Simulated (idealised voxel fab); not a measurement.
process module | voxel self aligned vias
cross-section cut | 295 nm wide | cells 5 nm
A cross-section is a grid of square cells, given in bands from the top down. A band is one or more rows of cells.
Each band's line starts with the height of the band's top and of its bottom, in nm. Then come its materials from left to right, each with its width in nm. One material with "throughout" fills the band from edge to edge. "air" is empty space.
Height 0 is the level under which the wafer as received is all one material. The lowest band goes on downwards, as in "0 down".
A width such as "30 to 40" changes by the same amount from each row of cells to the next, from the band's top row to its bottom row.
"no change" after a step means that no cell of the cross-section changed.
closed voids: empty space of 8 cells or more with no open way to the top, each as width x height at its distance from the left edge, in nm
after a step's settings: what the simulator itself notes on the step
overlay nm, on a step with a mask: how far to the right of its planned place the mask lay; to the left if negative
plan
1 op RECEIVE | material Si
2 op CONFORMAL_DEP | material SiO2 | thk nm 15
3 op CONFORMAL_DEP | material SiCN | thk nm 5
4 op DIRECTIONAL_DEP | material lowk | thk nm 25
5 op DIRECTIONAL_DEP | material aC | thk nm 15
6 op PATTERN | tone open | mask id LINES | material resist | width nm 25 | pitch nm 60 | thk nm 30 | overlay nm 0
7 op DIRECTIONAL_ETCH | etch materials aC | depth nm 15
8 op STRIP | etch materials resist
9 op DIRECTIONAL_ETCH | etch materials lowk | depth nm 25
10 op STRIP | etch materials aC
11 op CONFORMAL_DEP | material TiN | thk nm 5
12 op FILL_DEP | material Ru | thk nm 10
13 op CMP | height nm 45
14 op SELECTIVE_ETCH | etch materials W Ru TiN | depth nm 5
15 op FILL_DEP | material SiN | thk nm 5
16 op CMP | height nm 45
17 op DIRECTIONAL_DEP | material lowk | thk nm 15
18 op PATTERN | tone open | mask id VIAS | material resist | width nm 45 | pitch nm 60 | thk nm 15 | overlay nm 0
19 op DIRECTIONAL_ETCH | etch materials lowk | depth nm 15
20 op DIRECTIONAL_ETCH | etch materials SiN | depth nm 5
21 op STRIP | etch materials resist
22 op CONFORMAL_DEP | material TiN | thk nm 5
23 op FILL_DEP | material Ru | thk nm 10
24 op CMP | height nm 60
25 op CONFORMAL_DEP | material SiN | thk nm 5
first wafer, as planned
as received, after step 1
  0 down: Si throughout
  closed voids: none
after step 2
  15 to 0: SiO2 throughout
  below 0: unchanged
after step 3
  20 to 15: SiCN throughout
  below 15: unchanged
after step 4
  45 to 20: lowk throughout
  below 20: unchanged
after step 5
  60 to 45: aC throughout
  below 45: unchanged
after step 6
  90 to 60: resist 75 | air 25 | resist 35 | air 25 | resist 35 | air 25 | resist 75
  below 60: unchanged
after step 7
  75 to 60: resist 75 | air 25 | resist 35 | air 25 | resist 35 | air 25 | resist 75
  60 to 45: aC 75 | air 25 | aC 35 | air 25 | aC 35 | air 25 | aC 75
  below 45: unchanged
after step 8
  60 to 45: aC 75 | air 25 | aC 35 | air 25 | aC 35 | air 25 | aC 75
  below 45: unchanged
after step 9
  60 to 45: aC 75 | air 25 | aC 35 | air 25 | aC 35 | air 25 | aC 75
  45 to 20: lowk 75 | air 25 | lowk 35 | air 25 | lowk 35 | air 25 | lowk 75
  below 20: unchanged
after step 10
  45 to 20: lowk 75 | air 25 | lowk 35 | air 25 | lowk 35 | air 25 | lowk 75
  below 20: unchanged
after step 11
  50 to 45: TiN 80 | air 15 | TiN 45 | air 15 | TiN 45 | air 15 | TiN 80
  45 to 25: lowk 75 | TiN 5 | air 15 | TiN 5 | lowk 35 | TiN 5 | air 15 | TiN 5 | lowk 35 | TiN 5 | air 15 | TiN 5 | lowk 75
  25 to 20: lowk 75 | TiN 25 | lowk 35 | TiN 25 | lowk 35 | TiN 25 | lowk 75
  below 20: unchanged
after step 12
  60 to 50: Ru throughout
  50 to 45: TiN 80 | Ru 15 | TiN 45 | Ru 15 | TiN 45 | Ru 15 | TiN 80
  45 to 25: lowk 75 | TiN 5 | Ru 15 | TiN 5 | lowk 35 | TiN 5 | Ru 15 | TiN 5 | lowk 35 | TiN 5 | Ru 15 | TiN 5 | lowk 75
  below 25: unchanged
after step 13
  45 to 25: lowk 75 | TiN 5 | Ru 15 | TiN 5 | lowk 35 | TiN 5 | Ru 15 | TiN 5 | lowk 35 | TiN 5 | Ru 15 | TiN 5 | lowk 75
  below 25: unchanged
after step 14
  45 to 40: lowk 75 | air 25 | lowk 35 | air 25 | lowk 35 | air 25 | lowk 75
  below 40: unchanged
after step 15
  50 to 45: SiN throughout
  45 to 40: lowk 75 | SiN 25 | lowk 35 | SiN 25 | lowk 35 | SiN 25 | lowk 75
  below 40: unchanged
after step 16
  45 to 40: lowk 75 | SiN 25 | lowk 35 | SiN 25 | lowk 35 | SiN 25 | lowk 75
  below 40: unchanged
after step 17
  60 to 45: lowk throughout
  below 45: unchanged
after step 18
  75 to 60: resist 65 | air 45 | resist 15 | air 45 | resist 15 | air 45 | resist 65
  below 60: unchanged
after step 19
  75 to 60: resist 65 | air 45 | resist 15 | air 45 | resist 15 | air 45 | resist 65
  60 to 45: lowk 65 | air 45 | lowk 15 | air 45 | lowk 15 | air 45 | lowk 65
  below 45: unchanged
after step 20
  75 to 60: resist 65 | air 45 | resist 15 | air 45 | resist 15 | air 45 | resist 65
  60 to 45: lowk 65 | air 45 | lowk 15 | air 45 | lowk 15 | air 45 | lowk 65
  45 to 40: lowk 75 | air 25 | lowk 35 | air 25 | lowk 35 | air 25 | lowk 75
  below 40: unchanged
after step 21
  60 to 45: lowk 65 | air 45 | lowk 15 | air 45 | lowk 15 | air 45 | lowk 65
  below 45: unchanged
after step 22
  65 to 60: TiN 70 | air 35 | TiN 25 | air 35 | TiN 25 | air 35 | TiN 70
  60 to 50: lowk 65 | TiN 5 | air 35 | TiN 5 | lowk 15 | TiN 5 | air 35 | TiN 5 | lowk 15 | TiN 5 | air 35 | TiN 5 | lowk 65
  50 to 45: lowk 65 | TiN 15 | air 15 | TiN 15 | lowk 15 | TiN 15 | air 15 | TiN 15 | lowk 15 | TiN 15 | air 15 | TiN 15 | lowk 65
  45 to 40: lowk 75 | TiN 25 | lowk 35 | TiN 25 | lowk 35 | TiN 25 | lowk 75
  below 40: unchanged
after step 23
  75 to 65: Ru throughout
  65 to 60: TiN 70 | Ru 35 | TiN 25 | Ru 35 | TiN 25 | Ru 35 | TiN 70
  60 to 50: lowk 65 | TiN 5 | Ru 35 | TiN 5 | lowk 15 | TiN 5 | Ru 35 | TiN 5 | lowk 15 | TiN 5 | Ru 35 | TiN 5 | lowk 65
  50 to 45: lowk 65 | TiN 15 | Ru 15 | TiN 15 | lowk 15 | TiN 15 | Ru 15 | TiN 15 | lowk 15 | TiN 15 | Ru 15 | TiN 15 | lowk 65
  below 45: unchanged
after step 24
  60 to 50: lowk 65 | TiN 5 | Ru 35 | TiN 5 | lowk 15 | TiN 5 | Ru 35 | TiN 5 | lowk 15 | TiN 5 | Ru 35 | TiN 5 | lowk 65
  below 50: unchanged
after step 25
  65 to 60: SiN throughout
  below 60: unchanged
second wafer: like start, like plan, one mistake. Through step 22 it matches the first wafer
when step 23 should have ended
  75 to 65: aC throughout
  65 to 60: TiN 70 | aC 35 | TiN 25 | aC 35 | TiN 25 | aC 35 | TiN 70
  60 to 50: lowk 65 | TiN 5 | aC 35 | TiN 5 | lowk 15 | TiN 5 | aC 35 | TiN 5 | lowk 15 | TiN 5 | aC 35 | TiN 5 | lowk 65
  50 to 45: lowk 65 | TiN 15 | aC 15 | TiN 15 | lowk 15 | TiN 15 | aC 15 | TiN 15 | lowk 15 | TiN 15 | aC 15 | TiN 15 | lowk 65
  below 45: unchanged
when step 24 should have ended
  60 to 50: lowk 65 | TiN 5 | aC 35 | TiN 5 | lowk 15 | TiN 5 | aC 35 | TiN 5 | lowk 15 | TiN 5 | aC 35 | TiN 5 | lowk 65
  below 50: unchanged
when step 25 should have ended
  65 to 60: SiN throughout
  below 60: unchanged
what went wrong: step 23 ran as: op FILL_DEP | material aC | thk nm 10
at the end the second wafer has, in cells: 51 fewer of Ru | 51 more of aC
